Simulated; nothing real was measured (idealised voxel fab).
A process module follows: voxel released beams.
The cross-section shown here is cut; it is 295 nm wide and divided into square cells measuring 5 nm on a side.
Throughout this document, each cross-section is represented as a grid of square cells and is presented as a sequence of bands enumerated from the top downward, where a band comprises one or more rows of cells.
In this notation a band is specified by the heights of its top and bottom, in that order and in nm, after which its materials appear from left to right, each paired with its width in nm. The word "throughout" attached to a single material means that material fills the band from edge to edge; the word "blank" stands for empty space.
Note: height 0 marks the level under which the wafer is uniformly one material as received. Lowest band unbounded below, written "0 and below".
Graded width ("30..40"): value in top row of band = first number; value in bottom row = second number; row-to-row change constant.
It should be understood that the words "nothing different", when stated for a given step, signify that the cross-section underwent no change in any of its cells during that step.
"Enclosed cavities": sealed empty spaces, 8 cells or more, no open way to top, listed width x height at distance, with distance from the left edge and width, height and distance in nm.
It should be noted that, on the line of a given step, the content following the step's settings is a remark produced by the simulator itself with respect to that step.
Regarding "overlay nm": on a step with a mask, it is the distance the mask lay to the right of its planned place; a negative value places it to the left.
## This section lists the process steps that were planned
1,RECEIVE | material Si
2,CONFORMAL_DEP | material SiN | thk nm 5
3,DIRECTIONAL_DEP | material SiO2 | thk nm 10
4,PATTERN | tone open | mask id ANCHOR | material resist | width nm 40 | thk nm 20 | overlay nm 0
5,DIRECTIONAL_ETCH | etch materials SiO2 | depth nm 10
6,STRIP | etch materials resist
7,CONFORMAL_DEP | material TiN | thk nm 15
8,DIRECTIONAL_DEP | material aC | thk nm 10
9,PATTERN | tone cover | mask id BEAM | material resist | width nm 120 | thk nm 25 | overlay nm 0
10,DIRECTIONAL_ETCH | etch materials aC | depth nm 10
11,STRIP | etch materials resist
12,DIRECTIONAL_ETCH | etch materials TiN | depth nm 15
13,STRIP | etch materials aC
14,STRIP | etch materials SiO2
## Incoming wafer, cross-sectional view, post step 1
* 0 and below = Si throughout
* Enclosed cavities: none
## First of two wafers at the end of the module, shown in cross-section; run carried out as planned
* 30 down to 20 = blank (85), then TiN (20), then blank (10), then TiN (90), then blank (90)
* 20 down to 15 = blank (85), then TiN (120), then blank (90)
* 15 down to 5 = blank (90), then TiN (40), then blank (165)
* 5 down to 0 = SiN throughout
* 0 and below = Si throughout
* Enclosed cavities: none
## The second wafer, shown in cross-section after the module: started the same way as the first and given the same plan, yet one mistake crept into how it was run
* 30 down to 15 = blank (85), then TiN (120), then blank (90)
* 15 down to 10 = SiN throughout
* 10 down to 0 = SiO2 throughout
* 0 and below = Si throughout
* Enclosed cavities: none
Deviation noted in wafer processing: a sequencing error occurred in which plan steps 2 and 3 were transposed
The closing comparison, in cells, has the second wafer with more or fewer of some materials than the first: +118 SiO2 | -12 TiN
